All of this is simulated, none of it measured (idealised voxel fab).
The process module that follows is named voxel plated lines.
Section shown: cut. Width: 180 nm. Cell size: 5 nm, square.
This document writes a cross-section as a grid whose cells are square, and gives it as bands, listed from the top down; one or more rows of cells form a band.
This entry defines a band. It first specifies the height of the band's top and the height of its bottom in nm, and then specifies the band's materials from left to right, stating each material with its width in nm. The word "throughout" identifies a single material that fills the band from edge to edge, while the word "empty" identifies empty space.
For the purposes of this specification, 0 denotes the height below which the wafer in its as-received condition is composed wholly of one material, and the lowermost band, lacking a lower limit, extends downward without end, as expressed in "from 0 down".
When a width is written as two numbers, as in "30->40", the first number is the width in the top row of cells of the band and the second is the width in its bottom row, and the width changes by the same amount from each row to the next.
"nothing different" -> step changed no cross-section cell.
Voids not open to the top, 8 cells minimum: see "Closed empty spaces". Written width x height at distance; distance is from the left edge; nm.
It should be noted that, on the line of a given step, the content following the step's settings is a remark produced by the simulator itself with respect to that step.
overlay nm: on a step with a mask, how far right of its planned place the mask lay; negative means left.
-- These are the steps we planned for the process
1: RECEIVE,material Si
2: CONFORMAL_DEP,material Al2O3,thk nm 15
3: DIRECTIONAL_DEP,material TiN,thk nm 5
4: PATTERN,tone open,mask id LINES,material resist,width nm 15,pitch nm 35,thk nm 25,overlay nm 0
5: EPI,material Ru,thk nm 10
6: EPI,material Ru,thk nm 10
7: STRIP,etch materials resist
8: DIRECTIONAL_ETCH,etch materials TiN,depth nm 5
9: CONFORMAL_DEP,material SiO2,thk nm 10
-- Cross-section of the incoming wafer, state after step 1
from 0 down = Si throughout
Closed empty spaces: none
-- This is how the wafer looks in cross-section once the module is done, given the starting state and plan above and one mistake in carrying the plan out
from 60 to 50 = 55 of empty  70 of SiO2  55 of empty
from 50 to 35 = 55 of empty  10 of SiO2  15 of Ru  20 of SiO2  15 of Ru  10 of SiO2  55 of empty
from 35 to 30 = 65 of SiO2  15 of Ru  20 of SiO2  15 of Ru  65 of SiO2
from 30 to 25 = 65 of SiO2  15 of TiN  20 of SiO2  15 of TiN  65 of SiO2
from 25 to 0 = Al2O3 throughout
from 0 down = Si throughout
Closed empty spaces: none
Deviation noted in wafer processing: step 2 changed vs plan, executed as CONFORMAL_DEP,material Al2O3,thk nm 25
